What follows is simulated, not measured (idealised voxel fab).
Process module in this document: voxel ribs on slabs
The figure presents cross-section cut, which has a width of 225 nm and is divided into square cells with an edge length of 5 nm.
Format of a cross-section: grid, square cells. Given as bands. Order: top down. Band: one or more rows of cells.
What a band's entry tells you: where the top is and where the bottom is, as heights in nm, and after that what lies inside, material by material from left to right, each with its width in nm. Empty space is written as the word "empty", and a single material marked with the word "all across" occupies the band from edge to edge.
Below 0: as-received wafer, all one material; heights counted from there. Lowest band: no bottom, goes on down, written "0 -> down".
The width entry "30->40" should be interpreted row by row: the top row of cells in the band takes the first number, the bottom row takes the second number, and the change between adjacent rows is uniform throughout.
"nothing was modified" -> step changed no cross-section cell.
What "Enclosed cavities" gives you is every empty space of 8 cells or more that is cut off from the top. Each appears as width x height at distance, with the distance taken from the left edge and width, height and distance all in nm.
Read whatever lies past the settings on a step's line as the simulator's own remark about the step.
When a step includes a mask, the "overlay nm" setting on its line states how far to the right of its planned place that mask lay, and negative values state how far to the left.
The following list gives the planned process steps:
| 1 | RECEIVE | material Si |
| 2 | DIRECTIONAL_DEP | material SiO2 | thk nm 30 |
| 3 | DIRECTIONAL_DEP | material SiN | thk nm 25 |
| 4 | PATTERN | tone cover | mask id RIB | material resist | width nm 20 | thk nm 20 | overlay nm 0 |
| 5 | DIRECTIONAL_ETCH | etch materials SiN | depth nm 10 |
| 6 | STRIP | etch materials resist |
| 7 | MASKED_ETCH | tone cover | mask id SLAB | width nm 80 | etch materials SiN | depth nm 15 | overlay nm 0 |
| 8 | FILL_DEP | material SiO2 | thk nm 25 |
| 9 | CMP | height nm 70 |
| 10 | DIRECTIONAL_DEP | material TiN | thk nm 10 |
| 11 | PATTERN | tone cover | mask id HEATER | material resist | width nm 30 | thk nm 15 | overlay nm 0 |
| 12 | DIRECTIONAL_ETCH | etch materials TiN | depth nm 10 |
| 13 | STRIP | etch materials resist |
| 14 | CONFORMAL_DEP | material SiO2 | thk nm 5 |
Account of the first of two wafers, which was processed as intended:
Wafer cross-section on receipt, i.e. after step 1:
- 0 -> down: Si all across
- Enclosed cavities: none
The following cross-section depicts the wafer upon completion of step 2:
- 30 -> 0: SiO2 all across
- Below 0, the layers are the same as they were.
The following cross-section depicts the wafer upon completion of step 3:
- 55 -> 30: SiN all across
- Below 30, the layers are the same as they were.
The following cross-section depicts the wafer upon completion of step 4:
- 75 -> 55: 100 empty, 20 resist, 105 empty
- Below 55, the layers are the same as they were.
The following cross-section depicts the wafer upon completion of step 5:
- 75 -> 55: 100 empty, 20 resist, 105 empty
- 55 -> 45: 100 empty, 20 SiN, 105 empty
- Below 45, the layers are the same as they were.
The following cross-section depicts the wafer upon completion of step 6:
- 55 -> 45: 100 empty, 20 SiN, 105 empty
- Below 45, the layers are the same as they were.
The following cross-section depicts the wafer upon completion of step 7:
- 55 -> 45: 100 empty, 20 SiN, 105 empty
- 45 -> 30: 70 empty, 80 SiN, 75 empty
- Below 30, the layers are the same as they were.
The following cross-section depicts the wafer upon completion of step 8:
- 80 -> 55: SiO2 all across
- 55 -> 45: 100 SiO2, 20 SiN, 105 SiO2
- 45 -> 30: 70 SiO2, 80 SiN, 75 SiO2
- Below 30, the layers are the same as they were.
The following cross-section depicts the wafer upon completion of step 9:
- 70 -> 55: SiO2 all across
- Below 55, the layers are the same as they were.
The following cross-section depicts the wafer upon completion of step 10:
- 80 -> 70: TiN all across
- Below 70, the layers are the same as they were.
The following cross-section depicts the wafer upon completion of step 11:
- 95 -> 80: 95 empty, 30 resist, 100 empty
- Below 80, the layers are the same as they were.
The following cross-section depicts the wafer upon completion of step 12:
- 95 -> 80: 95 empty, 30 resist, 100 empty
- 80 -> 70: 95 empty, 30 TiN, 100 empty
- Below 70, the layers are the same as they were.
The following cross-section depicts the wafer upon completion of step 13:
- 80 -> 70: 95 empty, 30 TiN, 100 empty
- Below 70, the layers are the same as they were.
The following cross-section depicts the wafer upon completion of step 14:
- 85 -> 80: 90 empty, 40 SiO2, 95 empty
- 80 -> 75: 90 empty, 5 SiO2, 30 TiN, 5 SiO2, 95 empty
- 75 -> 70: 95 SiO2, 30 TiN, 100 SiO2
- Below 70, the layers are the same as they were.
Now the other wafer: same start, same recipe, but we messed up one thing when running it. Up to and including step 3 it's the same as the first one:
Cross-section: second wafer, time at which step 4 was scheduled to end:
- 75 -> 55: 100 resist, 20 empty, 105 resist
- Below 55, the layers are the same as they were.
Cross-section: second wafer, time at which step 5 was scheduled to end:
- 75 -> 55: 100 resist, 20 empty, 105 resist
- 55 -> 45: 100 SiN, 20 empty, 105 SiN
- Below 45, the layers are the same as they were.
Cross-section: second wafer, time at which step 6 was scheduled to end:
- 55 -> 45: 100 SiN, 20 empty, 105 SiN
- Below 45, the layers are the same as they were.
Cross-section: second wafer, time at which step 7 was scheduled to end:
- 55 -> 45: 70 empty, 30 SiN, 20 empty, 30 SiN, 75 empty
- 45 -> 40: 70 empty, 80 SiN, 75 empty
- Below 40, the layers are the same as they were.
Cross-section: second wafer, time at which step 8 was scheduled to end:
- 80 -> 55: SiO2 all across
- 55 -> 45: 70 SiO2, 30 SiN, 20 SiO2, 30 SiN, 75 SiO2
- 45 -> 40: 70 SiO2, 80 SiN, 75 SiO2
- Below 40, the layers are the same as they were.
Cross-section: second wafer, time at which step 9 was scheduled to end:
- 70 -> 55: SiO2 all across
- Below 55, the layers are the same as they were.
Cross-section: second wafer, time at which step 10 was scheduled to end:
- 80 -> 70: TiN all across
- Below 70, the layers are the same as they were.
Cross-section: second wafer, time at which step 11 was scheduled to end:
- 95 -> 80: 95 empty, 30 resist, 100 empty
- Below 80, the layers are the same as they were.
Cross-section: second wafer, time at which step 12 was scheduled to end:
- 95 -> 80: 95 empty, 30 resist, 100 empty
- 80 -> 70: 95 empty, 30 TiN, 100 empty
- Below 70, the layers are the same as they were.
Cross-section: second wafer, time at which step 13 was scheduled to end:
- 80 -> 70: 95 empty, 30 TiN, 100 empty
- Below 70, the layers are the same as they were.
Cross-section: second wafer, time at which step 14 was scheduled to end:
- 85 -> 80: 90 empty, 40 SiO2, 95 empty
- 80 -> 75: 90 empty, 5 SiO2, 30 TiN, 5 SiO2, 95 empty
- 75 -> 70: 95 SiO2, 30 TiN, 100 SiO2
- Below 70, the layers are the same as they were.
Plan not followed: it should be noted that step 4 was executed with settings other than those planned, the operation and settings actually applied being PATTERN | tone open | mask id RIB | material resist | width nm 20 | thk nm 20 | overlay nm 0
Final wafer comparison in cells, second versus first, more or fewer per material: SiN +74, SiO2 -74
